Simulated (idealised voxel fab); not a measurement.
This is a process module. Its name is voxel capacitor over wiring.
215 nm wide, 5 nm square cells: that's cross-section cut.
How to read a cross-section here: the picture is a grid of square cells, written as bands going from the top down, and any band can span one or more rows of cells.
Basically the band line says how high the top is and how high the bottom is, in nm, and then what's in it from left to right, every material with its width in nm. Empty space shows up as "blank", and if a single material carries "all across" it runs the full band edge to edge.
For the purposes of this specification, 0 denotes the height below which the wafer in its as-received condition is composed wholly of one material, and the lowermost band, lacking a lower limit, extends downward without end, as expressed in "from 0 down".
You'd read "30->40" like this: the band's top row of cells is as wide as the first number, its bottom row is as wide as the second, and going down, every row changes width by the same amount as the row before did.
Reading "no change" for a step: not a cell of the cross-section changed in it.
The label "Trapped voids" introduces a list of the empty spaces, 8 cells or larger, that have no open way up to the top; each entry in it reads width x height at distance, where the distance is taken from the left edge and all three are stated in nm.
The remark found on a step's line after its settings is issued by the simulator itself and pertains to that step.
Steps that use a mask can have "overlay nm" on their line. It says how far the mask sat to the right of where it was meant to be. Negative means to the left.
Process steps (planned):
1. RECEIVE, material Si
2. CONFORMAL_DEP, material SiO2, thk nm 15
3. CONFORMAL_DEP, material SiN, thk nm 5
4. DIRECTIONAL_DEP, material lowk, thk nm 20
5. MASKED_ETCH, tone open, mask id METAL_1, width nm 25, pitch nm 95, etch materials lowk, depth nm 20, overlay nm 0
6. MASKED_ETCH, tone open, mask id METAL_1, width nm 25, pitch nm 95, etch materials SiN, depth nm 5, overlay nm 0
7. CONFORMAL_DEP, material TiN, thk nm 5
8. FILL_DEP, material W, thk nm 5
9. CMP, height nm 40
10. EPI, material Ru, thk nm 5
11. FILL_DEP, material SiCN, thk nm 5
12. DIRECTIONAL_DEP, material SiO2, thk nm 10
13. PATTERN, tone open, mask id PLUG_1, material resist, width nm 15, thk nm 15, overlay nm 0
14. DIRECTIONAL_ETCH, etch materials SiO2, depth nm 10
15. DIRECTIONAL_ETCH, etch materials SiCN, depth nm 5
16. STRIP, etch materials resist
17. CONFORMAL_DEP, material TiN, thk nm 5
18. FILL_DEP, material Ru, thk nm 5
19. CMP, height nm 60
20. DIRECTIONAL_DEP, material TiN, thk nm 10
21. DIRECTIONAL_DEP, material HfO2, thk nm 5
22. DIRECTIONAL_DEP, material TiN, thk nm 10
23. DIRECTIONAL_DEP, material aC, thk nm 10
24. PATTERN, tone cover, mask id UPPER_PLATE, material resist, width nm 75, thk nm 25, overlay nm 0
25. DIRECTIONAL_ETCH, etch materials aC, depth nm 10
26. STRIP, etch materials resist
27. DIRECTIONAL_ETCH, etch materials TiN, depth nm 10
28. DIRECTIONAL_ETCH, etch materials HfO2, depth nm 5
29. STRIP, etch materials aC
30. MASKED_ETCH, tone cover, mask id LOWER_PLATE, width nm 85, etch materials TiN, depth nm 10, overlay nm 0
31. FILL_DEP, material SiO2, thk nm 20
32. CMP, height nm 100
33. PATTERN, tone open, mask id PLUG_2, material resist, width nm 15, thk nm 20, overlay nm 0
34. DIRECTIONAL_ETCH, etch materials SiO2, depth nm 15
35. STRIP, etch materials resist
36. CONFORMAL_DEP, material TiN, thk nm 5
37. FILL_DEP, material Ru, thk nm 5
38. CMP, height nm 100
39. CONFORMAL_DEP, material SiN, thk nm 5
The first of two wafers, run as planned:
Incoming wafer, cross-sectional view, post step 1:
* from 0 down = Si all across
* Trapped voids: none
Wafer xsec, post step 2:
* from 15 to 0 = SiO2 all across
* Below 0, no change.
Wafer xsec, post step 3:
* from 20 to 15 = SiN all across
* Below 15, no change.
Wafer xsec, post step 4:
* from 40 to 20 = lowk all across
* Below 20, no change.
Wafer xsec, post step 5:
* from 40 to 20 = lowk 45 nm; blank 25 nm; lowk 70 nm; blank 25 nm; lowk 50 nm
* Below 20, no change.
Wafer xsec, post step 6:
* from 40 to 20 = lowk 45 nm; blank 25 nm; lowk 70 nm; blank 25 nm; lowk 50 nm
* from 20 to 15 = SiN 45 nm; blank 25 nm; SiN 70 nm; blank 25 nm; SiN 50 nm
* Below 15, no change.
Wafer xsec, post step 7:
* from 45 to 40 = TiN 50 nm; blank 15 nm; TiN 80 nm; blank 15 nm; TiN 55 nm
* from 40 to 20 = lowk 45 nm; TiN 5 nm; blank 15 nm; TiN 5 nm; lowk 70 nm; TiN 5 nm; blank 15 nm; TiN 5 nm; lowk 50 nm
* from 20 to 15 = SiN 45 nm; TiN 25 nm; SiN 70 nm; TiN 25 nm; SiN 50 nm
* Below 15, no change.
Wafer xsec, post step 8:
* from 50 to 45 = W all across
* from 45 to 40 = TiN 50 nm; W 15 nm; TiN 80 nm; W 15 nm; TiN 55 nm
* from 40 to 20 = lowk 45 nm; TiN 5 nm; W 15 nm; TiN 5 nm; lowk 70 nm; TiN 5 nm; W 15 nm; TiN 5 nm; lowk 50 nm
* Below 20, no change.
Wafer xsec, post step 9:
* from 40 to 20 = lowk 45 nm; TiN 5 nm; W 15 nm; TiN 5 nm; lowk 70 nm; TiN 5 nm; W 15 nm; TiN 5 nm; lowk 50 nm
* Below 20, no change.
Wafer xsec, post step 10:
* from 45 to 40 = blank 40 nm; Ru 35 nm; blank 60 nm; Ru 35 nm; blank 45 nm
* Below 40, no change.
Wafer xsec, post step 11:
* from 50 to 45 = SiCN all across
* from 45 to 40 = SiCN 40 nm; Ru 35 nm; SiCN 60 nm; Ru 35 nm; SiCN 45 nm
* Below 40, no change.
Wafer xsec, post step 12:
* from 60 to 50 = SiO2 all across
* Below 50, no change.
Wafer xsec, post step 13:
* from 75 to 60 = resist 55 nm; blank 15 nm; resist 145 nm
* Below 60, no change.
Wafer xsec, post step 14:
* from 75 to 60 = resist 55 nm; blank 15 nm; resist 145 nm
* from 60 to 50 = SiO2 55 nm; blank 15 nm; SiO2 145 nm
* Below 50, no change.
Wafer xsec, post step 15:
* from 75 to 60 = resist 55 nm; blank 15 nm; resist 145 nm
* from 60 to 50 = SiO2 55 nm; blank 15 nm; SiO2 145 nm
* from 50 to 45 = SiCN 55 nm; blank 15 nm; SiCN 145 nm
* Below 45, no change.
Wafer xsec, post step 16:
* from 60 to 50 = SiO2 55 nm; blank 15 nm; SiO2 145 nm
* Below 50, no change.
Wafer xsec, post step 17:
* from 65 to 60 = TiN 60 nm; blank 5 nm; TiN 150 nm
* from 60 to 50 = SiO2 55 nm; TiN 5 nm; blank 5 nm; TiN 5 nm; SiO2 145 nm
* from 50 to 45 = SiCN 55 nm; TiN 15 nm; SiCN 145 nm
* Below 45, no change.
Wafer xsec, post step 18:
* from 70 to 65 = Ru all across
* from 65 to 60 = TiN 60 nm; Ru 5 nm; TiN 150 nm
* from 60 to 50 = SiO2 55 nm; TiN 5 nm; Ru 5 nm; TiN 5 nm; SiO2 145 nm
* Below 50, no change.
Wafer xsec, post step 19:
* from 60 to 50 = SiO2 55 nm; TiN 5 nm; Ru 5 nm; TiN 5 nm; SiO2 145 nm
* Below 50, no change.
Wafer xsec, post step 20:
* from 70 to 60 = TiN all across
* Below 60, no change.
Wafer xsec, post step 21:
* from 75 to 70 = HfO2 all across
* Below 70, no change.
Wafer xsec, post step 22:
* from 85 to 75 = TiN all across
* Below 75, no change.
Wafer xsec, post step 23:
* from 95 to 85 = aC all across
* Below 85, no change.
Wafer xsec, post step 24:
* from 120 to 95 = blank 55 nm; resist 75 nm; blank 85 nm
* Below 95, no change.
Wafer xsec, post step 25:
* from 110 to 95 = blank 55 nm; resist 75 nm; blank 85 nm
* from 95 to 85 = blank 55 nm; aC 75 nm; blank 85 nm
* Below 85, no change.
Wafer xsec, post step 26:
* from 95 to 85 = blank 55 nm; aC 75 nm; blank 85 nm
* Below 85, no change.
Wafer xsec, post step 27:
* from 95 to 85 = blank 55 nm; aC 75 nm; blank 85 nm
* from 85 to 75 = blank 55 nm; TiN 75 nm; blank 85 nm
* Below 75, no change.
Wafer xsec, post step 28:
* from 95 to 85 = blank 55 nm; aC 75 nm; blank 85 nm
* from 85 to 75 = blank 55 nm; TiN 75 nm; blank 85 nm
* from 75 to 70 = blank 55 nm; HfO2 75 nm; blank 85 nm
* Below 70, no change.
Wafer xsec, post step 29:
* from 85 to 75 = blank 55 nm; TiN 75 nm; blank 85 nm
* Below 75, no change.
Wafer xsec, post step 30:
* from 85 to 75 = blank 55 nm; TiN 75 nm; blank 85 nm
* from 75 to 70 = blank 55 nm; HfO2 75 nm; blank 85 nm
* from 70 to 60 = blank 50 nm; TiN 85 nm; blank 80 nm
* Below 60, no change.
Wafer xsec, post step 31:
* from 105 to 85 = SiO2 all across
* from 85 to 75 = SiO2 55 nm; TiN 75 nm; SiO2 85 nm
* from 75 to 70 = SiO2 55 nm; HfO2 75 nm; SiO2 85 nm
* from 70 to 60 = SiO2 50 nm; TiN 85 nm; SiO2 80 nm
* Below 60, no change.
Wafer xsec, post step 32:
* from 100 to 85 = SiO2 all across
* Below 85, no change.
Wafer xsec, post step 33:
* from 120 to 100 = resist 65 nm; blank 15 nm; resist 135 nm
* Below 100, no change.
Wafer xsec, post step 34:
* from 120 to 100 = resist 65 nm; blank 15 nm; resist 135 nm
* from 100 to 85 = SiO2 65 nm; blank 15 nm; SiO2 135 nm
* Below 85, no change.
Wafer xsec, post step 35:
* from 100 to 85 = SiO2 65 nm; blank 15 nm; SiO2 135 nm
* Below 85, no change.
Wafer xsec, post step 36:
* from 105 to 100 = TiN 70 nm; blank 5 nm; TiN 140 nm
* from 100 to 90 = SiO2 65 nm; TiN 5 nm; blank 5 nm; TiN 5 nm; SiO2 135 nm
* from 90 to 85 = SiO2 65 nm; TiN 15 nm; SiO2 135 nm
* Below 85, no change.
Wafer xsec, post step 37:
* from 110 to 105 = Ru all across
* from 105 to 100 = TiN 70 nm; Ru 5 nm; TiN 140 nm
* from 100 to 90 = SiO2 65 nm; TiN 5 nm; Ru 5 nm; TiN 5 nm; SiO2 135 nm
* Below 90, no change.
Wafer xsec, post step 38:
* from 100 to 90 = SiO2 65 nm; TiN 5 nm; Ru 5 nm; TiN 5 nm; SiO2 135 nm
* Below 90, no change.
Wafer xsec, post step 39:
* from 105 to 100 = SiN all across
* Below 100, no change.
Wafer two of two - same starting point, same process plan, one mistake in execution; matches wafer one up to and including step 4:
Second wafer, cross-section, planned end of step 5:
* from 40 to 20 = blank 45 nm; lowk 25 nm; blank 70 nm; lowk 25 nm; blank 50 nm
* Below 20, no change.
Second wafer, cross-section, planned end of step 6: no change
Second wafer, cross-section, planned end of step 7:
* from 45 to 40 = blank 40 nm; TiN 35 nm; blank 60 nm; TiN 35 nm; blank 45 nm
* from 40 to 25 = blank 40 nm; TiN 5 nm; lowk 25 nm; TiN 5 nm; blank 60 nm; TiN 5 nm; lowk 25 nm; TiN 5 nm; blank 45 nm
* from 25 to 20 = TiN 45 nm; lowk 25 nm; TiN 70 nm; lowk 25 nm; TiN 50 nm
* Below 20, no change.
Second wafer, cross-section, planned end of step 8:
* from 50 to 45 = W all across
* from 45 to 40 = W 40 nm; TiN 35 nm; W 60 nm; TiN 35 nm; W 45 nm
* from 40 to 25 = W 40 nm; TiN 5 nm; lowk 25 nm; TiN 5 nm; W 60 nm; TiN 5 nm; lowk 25 nm; TiN 5 nm; W 45 nm
* Below 25, no change.
Second wafer, cross-section, planned end of step 9:
* from 40 to 25 = W 40 nm; TiN 5 nm; lowk 25 nm; TiN 5 nm; W 60 nm; TiN 5 nm; lowk 25 nm; TiN 5 nm; W 45 nm
* Below 25, no change.
Second wafer, cross-section, planned end of step 10:
* from 45 to 40 = Ru 50 nm; blank 15 nm; Ru 80 nm; blank 15 nm; Ru 55 nm
* Below 40, no change.
Second wafer, cross-section, planned end of step 11:
* from 50 to 45 = SiCN all across
* from 45 to 40 = Ru 50 nm; SiCN 15 nm; Ru 80 nm; SiCN 15 nm; Ru 55 nm
* Below 40, no change.
Second wafer, cross-section, planned end of step 12:
* from 60 to 50 = SiO2 all across
* Below 50, no change.
Second wafer, cross-section, planned end of step 13:
* from 75 to 60 = resist 55 nm; blank 15 nm; resist 145 nm
* Below 60, no change.
Second wafer, cross-section, planned end of step 14:
* from 75 to 60 = resist 55 nm; blank 15 nm; resist 145 nm
* from 60 to 50 = SiO2 55 nm; blank 15 nm; SiO2 145 nm
* Below 50, no change.
Second wafer, cross-section, planned end of step 15:
* from 75 to 60 = resist 55 nm; blank 15 nm; resist 145 nm
* from 60 to 50 = SiO2 55 nm; blank 15 nm; SiO2 145 nm
* from 50 to 45 = SiCN 55 nm; blank 15 nm; SiCN 145 nm
* Below 45, no change.
Second wafer, cross-section, planned end of step 16:
* from 60 to 50 = SiO2 55 nm; blank 15 nm; SiO2 145 nm
* Below 50, no change.
Second wafer, cross-section, planned end of step 17:
* from 65 to 60 = TiN 60 nm; blank 5 nm; TiN 150 nm
* from 60 to 50 = SiO2 55 nm; TiN 5 nm; blank 5 nm; TiN 5 nm; SiO2 145 nm
* from 50 to 45 = SiCN 55 nm; TiN 15 nm; SiCN 145 nm
* Below 45, no change.
Second wafer, cross-section, planned end of step 18:
* from 70 to 65 = Ru all across
* from 65 to 60 = TiN 60 nm; Ru 5 nm; TiN 150 nm
* from 60 to 50 = SiO2 55 nm; TiN 5 nm; Ru 5 nm; TiN 5 nm; SiO2 145 nm
* Below 50, no change.
Second wafer, cross-section, planned end of step 19:
* from 60 to 50 = SiO2 55 nm; TiN 5 nm; Ru 5 nm; TiN 5 nm; SiO2 145 nm
* Below 50, no change.
Second wafer, cross-section, planned end of step 20:
* from 70 to 60 = TiN all across
* Below 60, no change.
Second wafer, cross-section, planned end of step 21:
* from 75 to 70 = HfO2 all across
* Below 70, no change.
Second wafer, cross-section, planned end of step 22:
* from 85 to 75 = TiN all across
* Below 75, no change.
Second wafer, cross-section, planned end of step 23:
* from 95 to 85 = aC all across
* Below 85, no change.
Second wafer, cross-section, planned end of step 24:
* from 120 to 95 = blank 55 nm; resist 75 nm; blank 85 nm
* Below 95, no change.
Second wafer, cross-section, planned end of step 25:
* from 110 to 95 = blank 55 nm; resist 75 nm; blank 85 nm
* from 95 to 85 = blank 55 nm; aC 75 nm; blank 85 nm
* Below 85, no change.
Second wafer, cross-section, planned end of step 26:
* from 95 to 85 = blank 55 nm; aC 75 nm; blank 85 nm
* Below 85, no change.
Second wafer, cross-section, planned end of step 27:
* from 95 to 85 = blank 55 nm; aC 75 nm; blank 85 nm
* from 85 to 75 = blank 55 nm; TiN 75 nm; blank 85 nm
* Below 75, no change.
Second wafer, cross-section, planned end of step 28:
* from 95 to 85 = blank 55 nm; aC 75 nm; blank 85 nm
* from 85 to 75 = blank 55 nm; TiN 75 nm; blank 85 nm
* from 75 to 70 = blank 55 nm; HfO2 75 nm; blank 85 nm
* Below 70, no change.
Second wafer, cross-section, planned end of step 29:
* from 85 to 75 = blank 55 nm; TiN 75 nm; blank 85 nm
* Below 75, no change.
Second wafer, cross-section, planned end of step 30:
* from 85 to 75 = blank 55 nm; TiN 75 nm; blank 85 nm
* from 75 to 70 = blank 55 nm; HfO2 75 nm; blank 85 nm
* from 70 to 60 = blank 50 nm; TiN 85 nm; blank 80 nm
* Below 60, no change.
Second wafer, cross-section, planned end of step 31:
* from 105 to 85 = SiO2 all across
* from 85 to 75 = SiO2 55 nm; TiN 75 nm; SiO2 85 nm
* from 75 to 70 = SiO2 55 nm; HfO2 75 nm; SiO2 85 nm
* from 70 to 60 = SiO2 50 nm; TiN 85 nm; SiO2 80 nm
* Below 60, no change.
Second wafer, cross-section, planned end of step 32:
* from 100 to 85 = SiO2 all across
* Below 85, no change.
Second wafer, cross-section, planned end of step 33:
* from 120 to 100 = resist 65 nm; blank 15 nm; resist 135 nm
* Below 100, no change.
Second wafer, cross-section, planned end of step 34:
* from 120 to 100 = resist 65 nm; blank 15 nm; resist 135 nm
* from 100 to 85 = SiO2 65 nm; blank 15 nm; SiO2 135 nm
* Below 85, no change.
Second wafer, cross-section, planned end of step 35:
* from 100 to 85 = SiO2 65 nm; blank 15 nm; SiO2 135 nm
* Below 85, no change.
Second wafer, cross-section, planned end of step 36:
* from 105 to 100 = TiN 70 nm; blank 5 nm; TiN 140 nm
* from 100 to 90 = SiO2 65 nm; TiN 5 nm; blank 5 nm; TiN 5 nm; SiO2 135 nm
* from 90 to 85 = SiO2 65 nm; TiN 15 nm; SiO2 135 nm
* Below 85, no change.
Second wafer, cross-section, planned end of step 37:
* from 110 to 105 = Ru all across
* from 105 to 100 = TiN 70 nm; Ru 5 nm; TiN 140 nm
* from 100 to 90 = SiO2 65 nm; TiN 5 nm; Ru 5 nm; TiN 5 nm; SiO2 135 nm
* Below 90, no change.
Second wafer, cross-section, planned end of step 38:
* from 100 to 90 = SiO2 65 nm; TiN 5 nm; Ru 5 nm; TiN 5 nm; SiO2 135 nm
* Below 90, no change.
Second wafer, cross-section, planned end of step 39:
* from 105 to 100 = SiN all across
* Below 100, no change.
Error vs. plan: step 5: run off-plan, actual operation and settings MASKED_ETCH, tone cover, mask id METAL_1, width nm 25, pitch nm 95, etch materials lowk, depth nm 20, overlay nm 0
Heads up, by the end the second wafer has more or fewer cells of some materials compared to the first: Ru +23; SiCN -23; SiN +10; TiN +19; W +63; lowk -92
